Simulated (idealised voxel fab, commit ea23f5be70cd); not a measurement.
This is a process module. Its name is voxel self aligned vias.
For reference, the cross-section in this document is cut, with width 255 nm and square cells of 5 nm.
Cross-section format: a grid of square cells, given as bands from top to bottom; each band is one or more rows of cells. First you get the band's top height and its bottom height, in nm, and then the materials it's made of, left to right, with each width in nm. If you see a single material with "full width", that one covers the band edge to edge. "air" is empty space. Heights are expressed relative to 0, this being the level below which the as-received wafer comprises one material exclusively. The lowest band is unbounded in the downward direction and is denoted as in "0..down". Width "30..40": first value at the band's top row of cells, second value at its bottom row, equal change from row to row. You'll sometimes find "changes: none" written for a step, and that's the way of saying that nowhere in the cross-section did a cell change during that step. "Closed internal cavities": sealed empty spaces, 8 cells or more, no open way to top, listed width x height at distance, with distance from the left edge and width, height and distance in nm. What comes after the settings on a step's line is commentary from the simulator itself on that step. overlay nm: how far to the right of its planned place the mask lay on this masked step (negative: to the left).

**Listed below are the process steps as planned**
1 RECEIVE with material Si
2 CONFORMAL_DEP with material SiO2, thk nm 10
3 CONFORMAL_DEP with material SiCN, thk nm 5
4 DIRECTIONAL_DEP with material lowk, thk nm 20
5 MASKED_ETCH with tone open, mask id LINES, width nm 20, pitch nm 55, etch materials lowk, depth nm 20, overlay nm 0
6 CONFORMAL_DEP with material TiN, thk nm 5
7 FILL_DEP with material W, thk nm 5
8 CMP with height nm 35
9 SELECTIVE_ETCH with etch materials W Ru TiN, depth nm 5
10 FILL_DEP with material SiN, thk nm 10
11 CMP with height nm 35
12 DIRECTIONAL_DEP with material lowk, thk nm 20
13 PATTERN with tone open, mask id VIAS, material resist, width nm 40, pitch nm 55, thk nm 20, overlay nm 0
14 DIRECTIONAL_ETCH with etch materials lowk, depth nm 20
15 DIRECTIONAL_ETCH with etch materials SiN, depth nm 5
16 STRIP with etch materials resist
17 CONFORMAL_DEP with material TiN, thk nm 5
18 FILL_DEP with material Ru, thk nm 10
19 CMP with height nm 55
20 CONFORMAL_DEP with material SiCN, thk nm 5

**The first of a set of two wafers, run to plan**

**So this is the incoming wafer in cross-section - it's already been through step 1**
> 0..down = Si full width
> Closed internal cavities: none

**The wafer, seen in cross-section, after step 2**
> 10..0 = SiO2 full width
> At heights below 0, the structure remains unaltered.

**The wafer, seen in cross-section, after step 3**
> 15..10 = SiCN full width
> At heights below 10, the structure remains unaltered.

**The wafer, seen in cross-section, after step 4**
> 35..15 = lowk full width
> At heights below 15, the structure remains unaltered.

**The wafer, seen in cross-section, after step 5**
> 35..15 = lowk 60, then air 20, then lowk 35, then air 20, then lowk 35, then air 20, then lowk 65
> At heights below 15, the structure remains unaltered.

**The wafer, seen in cross-section, after step 6**
> 40..35 = TiN 65, then air 10, then TiN 45, then air 10, then TiN 45, then air 10, then TiN 70
> 35..20 = lowk 60, then TiN 5, then air 10, then TiN 5, then lowk 35, then TiN 5, then air 10, then TiN 5, then lowk 35, then TiN 5, then air 10, then TiN 5, then lowk 65
> 20..15 = lowk 60, then TiN 20, then lowk 35, then TiN 20, then lowk 35, then TiN 20, then lowk 65
> At heights below 15, the structure remains unaltered.

**The wafer, seen in cross-section, after step 7**
> 45..40 = W full width
> 40..35 = TiN 65, then W 10, then TiN 45, then W 10, then TiN 45, then W 10, then TiN 70
> 35..20 = lowk 60, then TiN 5, then W 10, then TiN 5, then lowk 35, then TiN 5, then W 10, then TiN 5, then lowk 35, then TiN 5, then W 10, then TiN 5, then lowk 65
> At heights below 20, the structure remains unaltered.

**The wafer, seen in cross-section, after step 8**
> 35..20 = lowk 60, then TiN 5, then W 10, then TiN 5, then lowk 35, then TiN 5, then W 10, then TiN 5, then lowk 35, then TiN 5, then W 10, then TiN 5, then lowk 65
> At heights below 20, the structure remains unaltered.

**The wafer, seen in cross-section, after step 9**
> 35..30 = lowk 60, then air 20, then lowk 35, then air 20, then lowk 35, then air 20, then lowk 65
> At heights below 30, the structure remains unaltered.

**The wafer, seen in cross-section, after step 10**
> 45..35 = SiN full width
> 35..30 = lowk 60, then SiN 20, then lowk 35, then SiN 20, then lowk 35, then SiN 20, then lowk 65
> At heights below 30, the structure remains unaltered.

**The wafer, seen in cross-section, after step 11**
> 35..30 = lowk 60, then SiN 20, then lowk 35, then SiN 20, then lowk 35, then SiN 20, then lowk 65
> At heights below 30, the structure remains unaltered.

**The wafer, seen in cross-section, after step 12**
> 55..35 = lowk full width
> At heights below 35, the structure remains unaltered.

**The wafer, seen in cross-section, after step 13**
> 75..55 = resist 50, then air 40, then resist 15, then air 40, then resist 15, then air 40, then resist 55
> At heights below 55, the structure remains unaltered.

**The wafer, seen in cross-section, after step 14**
> 75..55 = resist 50, then air 40, then resist 15, then air 40, then resist 15, then air 40, then resist 55
> 55..35 = lowk 50, then air 40, then lowk 15, then air 40, then lowk 15, then air 40, then lowk 55
> At heights below 35, the structure remains unaltered.

**The wafer, seen in cross-section, after step 15**
> 75..55 = resist 50, then air 40, then resist 15, then air 40, then resist 15, then air 40, then resist 55
> 55..35 = lowk 50, then air 40, then lowk 15, then air 40, then lowk 15, then air 40, then lowk 55
> 35..30 = lowk 60, then air 20, then lowk 35, then air 20, then lowk 35, then air 20, then lowk 65
> At heights below 30, the structure remains unaltered.

**The wafer, seen in cross-section, after step 16**
> 55..35 = lowk 50, then air 40, then lowk 15, then air 40, then lowk 15, then air 40, then lowk 55
> At heights below 35, the structure remains unaltered.

**The wafer, seen in cross-section, after step 17**
> 60..55 = TiN 55, then air 30, then TiN 25, then air 30, then TiN 25, then air 30, then TiN 60
> 55..40 = lowk 50, then TiN 5, then air 30, then TiN 5, then lowk 15, then TiN 5, then air 30, then TiN 5, then lowk 15, then TiN 5, then air 30, then TiN 5, then lowk 55
> 40..35 = lowk 50, then TiN 15, then air 10, then TiN 15, then lowk 15, then TiN 15, then air 10, then TiN 15, then lowk 15, then TiN 15, then air 10, then TiN 15, then lowk 55
> 35..30 = lowk 60, then TiN 20, then lowk 35, then TiN 20, then lowk 35, then TiN 20, then lowk 65
> At heights below 30, the structure remains unaltered.

**The wafer, seen in cross-section, after step 18**
> 70..60 = Ru full width
> 60..55 = TiN 55, then Ru 30, then TiN 25, then Ru 30, then TiN 25, then Ru 30, then TiN 60
> 55..40 = lowk 50, then TiN 5, then Ru 30, then TiN 5, then lowk 15, then TiN 5, then Ru 30, then TiN 5, then lowk 15, then TiN 5, then Ru 30, then TiN 5, then lowk 55
> 40..35 = lowk 50, then TiN 15, then Ru 10, then TiN 15, then lowk 15, then TiN 15, then Ru 10, then TiN 15, then lowk 15, then TiN 15, then Ru 10, then TiN 15, then lowk 55
> At heights below 35, the structure remains unaltered.

**The wafer, seen in cross-section, after step 19**
> 55..40 = lowk 50, then TiN 5, then Ru 30, then TiN 5, then lowk 15, then TiN 5, then Ru 30, then TiN 5, then lowk 15, then TiN 5, then Ru 30, then TiN 5, then lowk 55
> At heights below 40, the structure remains unaltered.

**The wafer, seen in cross-section, after step 20**
> 60..55 = SiCN full width
> At heights below 55, the structure remains unaltered.

**Regarding the second of the two wafers: it shared the first wafer's starting condition and process plan, yet one error occurred during its execution. Its history coincides with that of the first wafer up to and including step 18**

**Second wafer at the planned finish of step 19, seen in cross-section**
> 45..35 = lowk 50, then TiN 5..15, then Ru 30..10, then TiN 5..15, then lowk 15, then TiN 5..15, then Ru 30..10, then TiN 5..15, then lowk 15, then TiN 5..15, then Ru 30..10, then TiN 5..15, then lowk 55
> At heights below 35, the structure remains unaltered.

**Second wafer at the planned finish of step 20, seen in cross-section**
> 50..45 = SiCN full width
> At heights below 45, the structure remains unaltered.
Heads up, the wafer didn't run the way we planned it: planned and actual differ for step 19; actual: CMP with height nm 45
End of process, cell counts, second wafer against first, materials with more or fewer: Ru -36; TiN -12; lowk -54
